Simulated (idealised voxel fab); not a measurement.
process module | voxel transistor to metal
cross-section cut | 300 nm wide | cells 5 nm
A cross-section is a grid of square cells, given in bands from the top down. A band is one or more rows of cells.
Each band's line starts with the height of the band's top and of its bottom, in nm. Then come its materials from left to right, each with its width in nm. One material with "throughout" fills the band from edge to edge. "air" is empty space.
Height 0 is the level under which the wafer as received is all one material. The lowest band goes on downwards, as in "0 down".
A width such as "30 to 40" changes by the same amount from each row of cells to the next, from the band's top row to its bottom row.
"no change" after a step means that no cell of the cross-section changed.
closed voids: empty space of 8 cells or more with no open way to the top, each as width x height at its distance from the left edge, in nm
after a step's settings: what the simulator itself notes on the step
overlay nm, on a step with a mask: how far to the right of its planned place the mask lay; to the left if negative
plan
1 op RECEIVE | material Si
2 op OXIDIZE | depth nm 5
3 op CONFORMAL_DEP | material SiN | thk nm 10
4 op MASKED_ETCH | tone cover | mask id ACTIVE | width nm 110 | pitch nm 140 | etch materials SiN | depth nm 10 | overlay nm 0
5 op MASKED_ETCH | tone cover | mask id ACTIVE | width nm 110 | pitch nm 140 | etch materials SiO2 | depth nm 5 | overlay nm -10
6 op MASKED_ETCH | tone cover | mask id ACTIVE | width nm 110 | pitch nm 140 | etch materials Si | depth nm 35 | overlay nm 0
7 op FILL_DEP | material SiO2 | thk nm 15
8 op CMP | height nm 10
9 op SELECTIVE_ETCH | etch materials SiO2 | depth nm 10
10 op STRIP | etch materials SiN
11 op SELECTIVE_ETCH | etch materials SiO2 | depth nm 5
12 op OXIDIZE | depth nm 5
13 op DIRECTIONAL_DEP | material polySi | thk nm 30
14 op DIRECTIONAL_DEP | material SiCN | thk nm 15
15 op PATTERN | tone cover | mask id GATE | material resist | width nm 20 | pitch nm 140 | thk nm 15 | overlay nm 0
16 op DIRECTIONAL_ETCH | etch materials SiCN | depth nm 25
17 op DIRECTIONAL_ETCH | etch materials polySi | depth nm 40
18 op STRIP | etch materials resist
19 op CONFORMAL_DEP | material SiO2 | thk nm 5
20 op DIRECTIONAL_ETCH | etch materials SiO2 | depth nm 5
21 op CONFORMAL_DEP | material SiN | thk nm 5
22 op DIRECTIONAL_ETCH | etch materials SiN | depth nm 5
23 op DIRECTIONAL_ETCH | etch materials SiO2 | depth nm 5
24 op DIRECTIONAL_ETCH | etch materials Si | depth nm 15
25 op EPI | material pSi | thk nm 15
26 op FILL_DEP | material SiO2 | thk nm 5
27 op CMP | height nm 40
28 op DIRECTIONAL_DEP | material SiO2 | thk nm 10
29 op MASKED_ETCH | tone open | mask id CONTACT | width nm 20 | pitch nm 70 | etch materials SiO2 | depth nm 60 | overlay nm 0
30 op CONFORMAL_DEP | material TiN | thk nm 5
31 op FILL_DEP | material W | thk nm 5
32 op CMP | height nm 50
33 op CONFORMAL_DEP | material SiCN | thk nm 5
34 op DIRECTIONAL_DEP | material SiO2 | thk nm 25
35 op MASKED_ETCH | tone open | mask id METAL_1 | width nm 20 | pitch nm 70 | etch materials SiO2 | depth nm 25 | overlay nm 0
36 op MASKED_ETCH | tone open | mask id METAL_1 | width nm 20 | pitch nm 70 | etch materials SiCN | depth nm 5 | overlay nm 0
37 op CONFORMAL_DEP | material TiN | thk nm 5
38 op FILL_DEP | material Cu | thk nm 10
39 op CMP | height nm 80
40 op EPI | material Ru | thk nm 5
41 op FILL_DEP | material SiCN | thk nm 5
varied across the wafers: overlay nm of step 5. The plan shows the first wafer's value. All wafers start alike
first wafer as received, after step 1
  0 down: Si throughout
  closed voids: none
first wafer at the end, after step 41
  90 to 85: SiCN throughout
  85 to 80: SiCN 30 | Ru 30 | SiCN 40 | Ru 30 | SiCN 40 | Ru 30 | SiCN 40 | Ru 30 | SiCN 30
  80 to 55: SiO2 35 | TiN 5 | Cu 10 | TiN 5 | SiO2 50 | TiN 5 | Cu 10 | TiN 5 | SiO2 50 | TiN 5 | Cu 10 | TiN 5 | SiO2 50 | TiN 5 | Cu 10 | TiN 5 | SiO2 35
  55 to 50: SiCN 35 | TiN 20 | SiCN 50 | TiN 20 | SiCN 50 | TiN 20 | SiCN 50 | TiN 20 | SiCN 35
  50 to 40: SiO2 35 | TiN 5 | W 10 | TiN 5 | SiO2 50 | TiN 5 | W 10 | TiN 5 | SiO2 50 | TiN 5 | W 10 | TiN 5 | SiO2 50 | TiN 5 | W 10 | TiN 5 | SiO2 35
  40 to 25: SiO2 35 | TiN 5 | W 10 | TiN 5 | SiO2 5 | SiN 5 | SiO2 5 | SiCN 20 | SiO2 5 | SiN 5 | SiO2 5 | TiN 5 | W 10 | TiN 5 | SiO2 50 | TiN 5 | W 10 | TiN 5 | SiO2 5 | SiN 5 | SiO2 5 | SiCN 20 | SiO2 5 | SiN 5 | SiO2 5 | TiN 5 | W 10 | TiN 5 | SiO2 35
  25 to 10: SiO2 35 | TiN 5 | W 10 | TiN 5 | SiO2 5 | SiN 5 | SiO2 5 | polySi 20 | SiO2 5 | SiN 5 | SiO2 5 | TiN 5 | W 10 | TiN 5 | SiO2 50 | TiN 5 | W 10 | TiN 5 | SiO2 5 | SiN 5 | SiO2 5 | polySi 20 | SiO2 5 | SiN 5 | SiO2 5 | TiN 5 | W 10 | TiN 5 | SiO2 35
  10 to 5: SiO2 35 | TiN 20 | SiO2 5 | SiN 5 | SiO2 5 | polySi 20 | SiO2 5 | SiN 5 | SiO2 5 | TiN 20 | SiO2 50 | TiN 20 | SiO2 5 | SiN 5 | SiO2 5 | polySi 20 | SiO2 5 | SiN 5 | SiO2 5 | TiN 20 | SiO2 35
  5 to -5: SiO2 35 | TiN 10 | pSi 15 | SiN 5 | SiO2 5 | polySi 20 | SiO2 5 | SiN 5 | pSi 15 | TiN 10 | SiO2 50 | TiN 10 | pSi 15 | SiN 5 | SiO2 5 | polySi 20 | SiO2 5 | SiN 5 | pSi 15 | TiN 10 | SiO2 35
  -5 to -10: SiO2 35 | TiN 10 | pSi 15 | SiO2 40 | pSi 15 | TiN 10 | SiO2 50 | TiN 10 | pSi 15 | SiO2 40 | pSi 15 | TiN 10 | SiO2 35
  -10 to -25: SiO2 15 | pSi 45 | Si 40 | pSi 35 | SiO2 20 | pSi 45 | Si 40 | pSi 35 | SiO2 25
  -25 to -40: SiO2 15 | Si 120 | SiO2 20 | Si 120 | SiO2 25
  -40 down: Si throughout
  closed voids: none
last wafer at the end
  90 to 85: SiCN throughout
  85 to 80: SiCN 30 | Ru 30 | SiCN 40 | Ru 30 | SiCN 40 | Ru 30 | SiCN 40 | Ru 30 | SiCN 30
  80 to 55: SiO2 35 | TiN 5 | Cu 10 | TiN 5 | SiO2 50 | TiN 5 | Cu 10 | TiN 5 | SiO2 50 | TiN 5 | Cu 10 | TiN 5 | SiO2 50 | TiN 5 | Cu 10 | TiN 5 | SiO2 35
  55 to 50: SiCN 35 | TiN 20 | SiCN 50 | TiN 20 | SiCN 50 | TiN 20 | SiCN 50 | TiN 20 | SiCN 35
  50 to 40: SiO2 35 | TiN 5 | W 10 | TiN 5 | SiO2 50 | TiN 5 | W 10 | TiN 5 | SiO2 50 | TiN 5 | W 10 | TiN 5 | SiO2 50 | TiN 5 | W 10 | TiN 5 | SiO2 35
  40 to 25: SiO2 35 | TiN 5 | W 10 | TiN 5 | SiO2 5 | SiN 5 | SiO2 5 | SiCN 20 | SiO2 5 | SiN 5 | SiO2 5 | TiN 5 | W 10 | TiN 5 | SiO2 50 | TiN 5 | W 10 | TiN 5 | SiO2 5 | SiN 5 | SiO2 5 | SiCN 20 | SiO2 5 | SiN 5 | SiO2 5 | TiN 5 | W 10 | TiN 5 | SiO2 35
  25 to 10: SiO2 35 | TiN 5 | W 10 | TiN 5 | SiO2 5 | SiN 5 | SiO2 5 | polySi 20 | SiO2 5 | SiN 5 | SiO2 5 | TiN 5 | W 10 | TiN 5 | SiO2 50 | TiN 5 | W 10 | TiN 5 | SiO2 5 | SiN 5 | SiO2 5 | polySi 20 | SiO2 5 | SiN 5 | SiO2 5 | TiN 5 | W 10 | TiN 5 | SiO2 35
  10 to 5: SiO2 35 | TiN 20 | SiO2 5 | SiN 5 | SiO2 5 | polySi 20 | SiO2 5 | SiN 5 | SiO2 5 | TiN 20 | SiO2 50 | TiN 20 | SiO2 5 | SiN 5 | SiO2 5 | polySi 20 | SiO2 5 | SiN 5 | SiO2 5 | TiN 20 | SiO2 35
  5 to -5: SiO2 35 | TiN 10 | pSi 15 | SiN 5 | SiO2 5 | polySi 20 | SiO2 5 | SiN 5 | pSi 15 | TiN 10 | SiO2 50 | TiN 10 | pSi 15 | SiN 5 | SiO2 5 | polySi 20 | SiO2 5 | SiN 5 | pSi 15 | TiN 10 | SiO2 35
  -5 to -10: SiO2 35 | TiN 10 | pSi 15 | SiO2 40 | pSi 15 | TiN 10 | SiO2 50 | TiN 10 | pSi 15 | SiO2 40 | pSi 15 | TiN 10 | SiO2 35
  -10 to -25: SiO2 25 | pSi 35 | Si 40 | pSi 45 | SiO2 20 | pSi 35 | Si 40 | pSi 45 | SiO2 15
  -25 to -40: SiO2 25 | Si 120 | SiO2 20 | Si 120 | SiO2 15
  -40 down: Si throughout
  closed voids: none
each wafer at the end: cells of each material gained (+) or lost (-) since it was received, then its closed voids
overlay nm -10 | +40 Cu | +24 Ru | -288 Si | +164 SiCN | +36 SiN | +700 SiO2 | +160 TiN | +64 W | +132 pSi | +48 polySi | closed voids: none
overlay nm -5 | +40 Cu | +24 Ru | -294 Si | +164 SiCN | +36 SiN | +712 SiO2 | +160 TiN | +64 W | +126 pSi | +48 polySi | closed voids: none
overlay nm 0 | +40 Cu | +24 Ru | -300 Si | +164 SiCN | +36 SiN | +724 SiO2 | +160 TiN | +64 W | +120 pSi | +48 polySi | closed voids: none
overlay nm 5 | +40 Cu | +24 Ru | -294 Si | +164 SiCN | +36 SiN | +712 SiO2 | +160 TiN | +64 W | +126 pSi | +48 polySi | closed voids: none
overlay nm 10 | +40 Cu | +24 Ru | -288 Si | +164 SiCN | +36 SiN | +700 SiO2 | +160 TiN | +64 W | +132 pSi | +48 polySi | closed voids: none
